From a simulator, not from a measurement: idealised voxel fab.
The process module presented herein is designated voxel self aligned contacts.
It is cross-section cut that appears here, measuring 300 nm in width, its square cells being 5 nm in size.
Cross-section layout: square cells on a grid; listed as bands, top to bottom; a band spans one or more cell rows. A band entry consists of two parts. The first gives the height of the band's top and the height of its bottom, in nm. The rest lists the band's materials from left to right, each with its width in nm. A single material labelled with the word "everywhere" fills the band from edge to edge, and the word "air" marks empty space. A quick word on heights: they are counted from 0, and under that level the wafer as it came to us is one material throughout. The lowest band is different from the rest in having no bottom; it simply continues downward, written as in "z 0 and below". A width such as "30 to 40" changes by the same amount from each row of cells to the next, from the band's top row to its bottom row. Reading "no alteration" for a step: not a cell of the cross-section changed in it. Each empty space that has no open way to the top and spans at least 8 cells appears under "Closed internal voids" as width x height at distance, the distance counted from the left edge, all in nm. Past the settings on a step's line: simulator remark, on that step. overlay nm: mask right of planned place by this much (step with mask). Neg. = left.
Intended process steps:
1) RECEIVE: material Si
2) OXIDIZE: depth nm 5
3) DIRECTIONAL_DEP: material polySi, thk nm 30
4) DIRECTIONAL_DEP: material SiN, thk nm 20
5) DIRECTIONAL_DEP: material aC, thk nm 15
6) PATTERN: tone cover, mask id GATE, material resist, width nm 35, pitch nm 80, thk nm 35, overlay nm 0
7) DIRECTIONAL_ETCH: etch materials aC, depth nm 15
8) STRIP: etch materials resist
9) DIRECTIONAL_ETCH: etch materials SiN, depth nm 20
10) DIRECTIONAL_ETCH: etch materials polySi, depth nm 30
11) STRIP: etch materials aC
12) CONFORMAL_DEP: material SiN, thk nm 10
13) DIRECTIONAL_ETCH: etch materials SiN, depth nm 10
14) FILL_DEP: material SiO2, thk nm 20
15) CMP: height nm 60
16) PATTERN: tone open, mask id CONTACT, material resist, width nm 65, thk nm 15, overlay nm 0
17) DIRECTIONAL_ETCH: etch materials SiO2, depth nm 65
18) STRIP: etch materials resist
19) CONFORMAL_DEP: material TiN, thk nm 5
20) FILL_DEP: material W, thk nm 5
21) CMP: height nm 60
22) CONFORMAL_DEP: material SiN, thk nm 5
Cross-section, incoming material, after step 1:
* z 0 and below | Si everywhere
* Closed internal voids: none
This is how the wafer looks in cross-section once the module is done, given the starting state and plan above and one mistake in carrying the plan out:
* z 60 to 55 | SiN everywhere
* z 55 to 50 | 115 nm SiO2 / 25 nm TiN / 15 nm W / 25 nm TiN / 120 nm SiO2
* z 50 to 30 | 80 nm SiO2 / 55 nm SiN / 5 nm TiN / 15 nm W / 5 nm TiN / 55 nm SiN / 85 nm SiO2
* z 30 to 0 | 80 nm SiO2 / 10 nm SiN / 35 nm polySi / 10 nm SiN / 5 nm TiN / 15 nm W / 5 nm TiN / 10 nm SiN / 35 nm polySi / 10 nm SiN / 85 nm SiO2
* z 0 to -5 | 135 nm SiO2 / 25 nm TiN / 140 nm SiO2
* z -5 and below | Si everywhere
* Closed internal voids: none
What was done differently from what was planned? step 21 was not run as planned; what actually ran was CMP: height nm 55
